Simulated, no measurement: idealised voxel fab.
The name of this process module is voxel air gaps.
Section shown: cut. Width: 185 nm. Cell size: 5 nm, square.
Each cross-section below is a grid of square cells, stated as bands in top-down order, with one or more rows of cells making up each band. The band entry comprises the height of the band's top followed by the height of its bottom, expressed in nm, and subsequently the band's materials from left to right, each stated together with its width in nm. Where a single material is marked with the word "everywhere", that material fills the band from edge to edge. The word "air" represents empty space. A quick word on heights: they are counted from 0, and under that level the wafer as it came to us is one material throughout. The lowest band is different from the rest in having no bottom; it simply continues downward, written as in "0..down". Think of "30..40" as a width that walks from the first number to the second as you go down the band, top row to bottom row, taking equal-sized steps from row to row. Where the words "remains unaltered" appear for a step, the cross-section shows no cell changed by that step; every cell remained as before. If an empty space has no open way to the top and is at least 8 cells in size, "Closed void catalog" lists it, written width x height at distance, where distance is measured from the left edge and every value is in nm. after a step's settings: what the simulator itself notes on the step. "overlay nm" answers the question of how far to the right of plan the mask lay on a step that has a mask, and when it is negative the answer is to the left.

### Process steps - plan
| 1 | RECEIVE,material Si |
| 2 | CONFORMAL_DEP,material SiO2,thk nm 10 |
| 3 | CONFORMAL_DEP,material SiCN,thk nm 5 |
| 4 | DIRECTIONAL_DEP,material SiO2,thk nm 30 |
| 5 | PATTERN,tone open,mask id LINES,material resist,width nm 20,pitch nm 50,thk nm 20,overlay nm 0 |
| 6 | DIRECTIONAL_ETCH,etch materials SiO2,depth nm 30 |
| 7 | STRIP,etch materials resist |
| 8 | CONFORMAL_DEP,material TiN,thk nm 5 |
| 9 | FILL_DEP,material Cu,thk nm 5 |
| 10 | CMP,height nm 45 |
| 11 | EPI,material Ru,thk nm 10 |
| 12 | SELECTIVE_ETCH,etch materials SiO2,depth nm 40 |
| 13 | CONFORMAL_DEP,material SiCN,thk nm 5 |

### The cross-section here shows the wafer as received, i.e. in its state after step 1
	0..down: Si everywhere
	Closed void catalog: none

### Cross-section, end of module. Start: as above. Plan: as above. Execution: one mistake
	55..50: 15 nm air; 150 nm SiCN; 20 nm air
	50..40: 15 nm air; 5 nm SiCN; 40 nm Ru; 10 nm SiCN; 40 nm Ru; 10 nm SiCN; 40 nm Ru; 5 nm SiCN; 20 nm air
	40..35: 15 nm air; 15 nm SiCN; 5 nm TiN; 10 nm Cu; 5 nm TiN; 30 nm SiCN; 5 nm TiN; 10 nm Cu; 5 nm TiN; 30 nm SiCN; 5 nm TiN; 10 nm Cu; 5 nm TiN; 15 nm SiCN; 20 nm air
	35..20: 25 nm air; 5 nm SiCN; 5 nm TiN; 10 nm Cu; 5 nm TiN; 5 nm SiCN; 20 nm air; 5 nm SiCN; 5 nm TiN; 10 nm Cu; 5 nm TiN; 5 nm SiCN; 20 nm air; 5 nm SiCN; 5 nm TiN; 10 nm Cu; 5 nm TiN; 5 nm SiCN; 30 nm air
	20..15: 30 nm SiCN; 20 nm TiN; 30 nm SiCN; 20 nm TiN; 30 nm SiCN; 20 nm TiN; 35 nm SiCN
	15..10: SiCN everywhere
	10..0: SiO2 everywhere
	0..down: Si everywhere
	Closed void catalog: 20 x 15 at 55; 20 x 15 at 105
Run error: step 10 deviated from plan and actually ran as CMP,height nm 40
